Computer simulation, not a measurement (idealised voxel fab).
Module name: voxel quadruple lines (process module)
Cross-section cut spans 280 nm and uses square cells 5 nm in size.
In what follows, cross-sections appear as grids of square cells, described through bands that run from the top down, where every band is one or more rows of cells.
Heads up on the band format: heights come first, top then bottom, in nm. After that it's the materials left to right, each with its width in nm. A single material flagged "all across" fills the whole band edge to edge, and "air" means there's empty space there.
Heights are reckoned from 0. Under this level, the received wafer is all of one material. The bottommost band is open-ended downward, for example "0..down".
With a width like "30..40", each row of cells in the band differs from the next by the same amount, the top row carrying the first number and the bottom row the second.
For the purposes of this document, the phrase "no alterations made" attached to a step denotes that no cell within the cross-section was modified by that step.
Any empty space of 8 cells or more lacking an open way to the top shows up in "Closed-off voids" as width x height at distance, distance from the left edge, in nm.
Whatever follows a step's settings on its line is a remark the simulator itself makes about that step.
The line of a step may include "overlay nm". On a step with a mask, this value is how far to the right of its planned place the mask lay. A negative value means the mask lay to the left.
Here's what the planned process steps look like:
1. RECEIVE (material Si)
2. CONFORMAL_DEP (material SiO2; thk nm 5)
3. DIRECTIONAL_DEP (material W; thk nm 15)
4. DIRECTIONAL_DEP (material polySi; thk nm 20)
5. DIRECTIONAL_DEP (material aC; thk nm 20)
6. PATTERN (tone cover; mask id MANDREL; material resist; width nm 25; thk nm 30; overlay nm 0)
7. DIRECTIONAL_ETCH (etch materials aC; depth nm 20)
8. STRIP (etch materials resist)
9. CONFORMAL_DEP (material SiO2; thk nm 15)
10. DIRECTIONAL_ETCH (etch materials SiO2; depth nm 15)
11. STRIP (etch materials aC)
12. DIRECTIONAL_ETCH (etch materials polySi; depth nm 20)
13. STRIP (etch materials SiO2)
14. CONFORMAL_DEP (material SiCN; thk nm 5)
15. DIRECTIONAL_ETCH (etch materials SiCN; depth nm 5)
16. STRIP (etch materials polySi)
17. DIRECTIONAL_ETCH (etch materials W; depth nm 15)
18. STRIP (etch materials SiCN)
Run as planned: first of two wafers:
So this is the incoming wafer in cross-section - it's already been through step 1:
- 0..down: Si all across
- Closed-off voids: none
Cross-section of the wafer after step 2:
- 5..0: SiO2 all across
- below 0: unchanged
Cross-section of the wafer after step 3:
- 20..5: W all across
- below 5: unchanged
Cross-section of the wafer after step 4:
- 40..20: polySi all across
- below 20: unchanged
Cross-section of the wafer after step 5:
- 60..40: aC all across
- below 40: unchanged
Cross-section of the wafer after step 6:
- 90..60: air 125 / resist 25 / air 130
- below 60: unchanged
Cross-section of the wafer after step 7:
- 70..60: air 125 / resist 25 / air 130
- 60..40: air 125 / aC 25 / air 130
- below 40: unchanged
Cross-section of the wafer after step 8:
- 60..40: air 125 / aC 25 / air 130
- below 40: unchanged
Cross-section of the wafer after step 9:
- 75..60: air 110 / SiO2 55 / air 115
- 60..55: air 110 / SiO2 15 / aC 25 / SiO2 15 / air 115
- 55..40: SiO2 125 / aC 25 / SiO2 130
- below 40: unchanged
Cross-section of the wafer after step 10:
- 60..40: air 110 / SiO2 15 / aC 25 / SiO2 15 / air 115
- below 40: unchanged
Cross-section of the wafer after step 11:
- 60..40: air 110 / SiO2 15 / air 25 / SiO2 15 / air 115
- below 40: unchanged
Cross-section of the wafer after step 12:
- 60..40: air 110 / SiO2 15 / air 25 / SiO2 15 / air 115
- 40..20: air 110 / polySi 15 / air 25 / polySi 15 / air 115
- below 20: unchanged
Cross-section of the wafer after step 13:
- 40..20: air 110 / polySi 15 / air 25 / polySi 15 / air 115
- below 20: unchanged
Cross-section of the wafer after step 14:
- 45..40: air 105 / SiCN 25 / air 15 / SiCN 25 / air 110
- 40..25: air 105 / SiCN 5 / polySi 15 / SiCN 5 / air 15 / SiCN 5 / polySi 15 / SiCN 5 / air 110
- 25..20: SiCN 110 / polySi 15 / SiCN 25 / polySi 15 / SiCN 115
- below 20: unchanged
Cross-section of the wafer after step 15:
- 40..20: air 105 / SiCN 5 / polySi 15 / SiCN 5 / air 15 / SiCN 5 / polySi 15 / SiCN 5 / air 110
- below 20: unchanged
Cross-section of the wafer after step 16:
- 40..20: air 105 / SiCN 5 / air 15 / SiCN 5 / air 15 / SiCN 5 / air 15 / SiCN 5 / air 110
- below 20: unchanged
Cross-section of the wafer after step 17:
- 40..20: air 105 / SiCN 5 / air 15 / SiCN 5 / air 15 / SiCN 5 / air 15 / SiCN 5 / air 110
- 20..5: air 105 / W 5 / air 15 / W 5 / air 15 / W 5 / air 15 / W 5 / air 110
- below 5: unchanged
Cross-section of the wafer after step 18:
- 20..5: air 105 / W 5 / air 15 / W 5 / air 15 / W 5 / air 15 / W 5 / air 110
- below 5: unchanged
The second wafer began exactly as the first did and followed the same plan, but one mistake was made while running it; through step 2 inclusive, the two wafers are identical:
Planned end of step 3: second wafer, cross-section:
- 35..5: W all across
- below 5: unchanged
Planned end of step 4: second wafer, cross-section:
- 55..35: polySi all across
- below 35: unchanged
Planned end of step 5: second wafer, cross-section:
- 75..55: aC all across
- below 55: unchanged
Planned end of step 6: second wafer, cross-section:
- 105..75: air 125 / resist 25 / air 130
- below 75: unchanged
Planned end of step 7: second wafer, cross-section:
- 85..75: air 125 / resist 25 / air 130
- 75..55: air 125 / aC 25 / air 130
- below 55: unchanged
Planned end of step 8: second wafer, cross-section:
- 75..55: air 125 / aC 25 / air 130
- below 55: unchanged
Planned end of step 9: second wafer, cross-section:
- 90..75: air 110 / SiO2 55 / air 115
- 75..70: air 110 / SiO2 15 / aC 25 / SiO2 15 / air 115
- 70..55: SiO2 125 / aC 25 / SiO2 130
- below 55: unchanged
Planned end of step 10: second wafer, cross-section:
- 75..55: air 110 / SiO2 15 / aC 25 / SiO2 15 / air 115
- below 55: unchanged
Planned end of step 11: second wafer, cross-section:
- 75..55: air 110 / SiO2 15 / air 25 / SiO2 15 / air 115
- below 55: unchanged
Planned end of step 12: second wafer, cross-section:
- 75..55: air 110 / SiO2 15 / air 25 / SiO2 15 / air 115
- 55..35: air 110 / polySi 15 / air 25 / polySi 15 / air 115
- below 35: unchanged
Planned end of step 13: second wafer, cross-section:
- 55..35: air 110 / polySi 15 / air 25 / polySi 15 / air 115
- below 35: unchanged
Planned end of step 14: second wafer, cross-section:
- 60..55: air 105 / SiCN 25 / air 15 / SiCN 25 / air 110
- 55..40: air 105 / SiCN 5 / polySi 15 / SiCN 5 / air 15 / SiCN 5 / polySi 15 / SiCN 5 / air 110
- 40..35: SiCN 110 / polySi 15 / SiCN 25 / polySi 15 / SiCN 115
- below 35: unchanged
Planned end of step 15: second wafer, cross-section:
- 55..35: air 105 / SiCN 5 / polySi 15 / SiCN 5 / air 15 / SiCN 5 / polySi 15 / SiCN 5 / air 110
- below 35: unchanged
Planned end of step 16: second wafer, cross-section:
- 55..35: air 105 / SiCN 5 / air 15 / SiCN 5 / air 15 / SiCN 5 / air 15 / SiCN 5 / air 110
- below 35: unchanged
Planned end of step 17: second wafer, cross-section:
- 55..35: air 105 / SiCN 5 / air 15 / SiCN 5 / air 15 / SiCN 5 / air 15 / SiCN 5 / air 110
- 35..20: air 105 / W 5 / air 15 / W 5 / air 15 / W 5 / air 15 / W 5 / air 110
- below 20: unchanged
Planned end of step 18: second wafer, cross-section:
- 35..20: air 105 / W 5 / air 15 / W 5 / air 15 / W 5 / air 15 / W 5 / air 110
- below 20: unchanged
It is concluded that the wafer was processed incorrectly with respect to the plan, in that step 3 of the plan was carried out twice
It is noted that, at the conclusion of processing, the second wafer exhibits a higher or lower cell count for certain materials relative to the first: +168 W
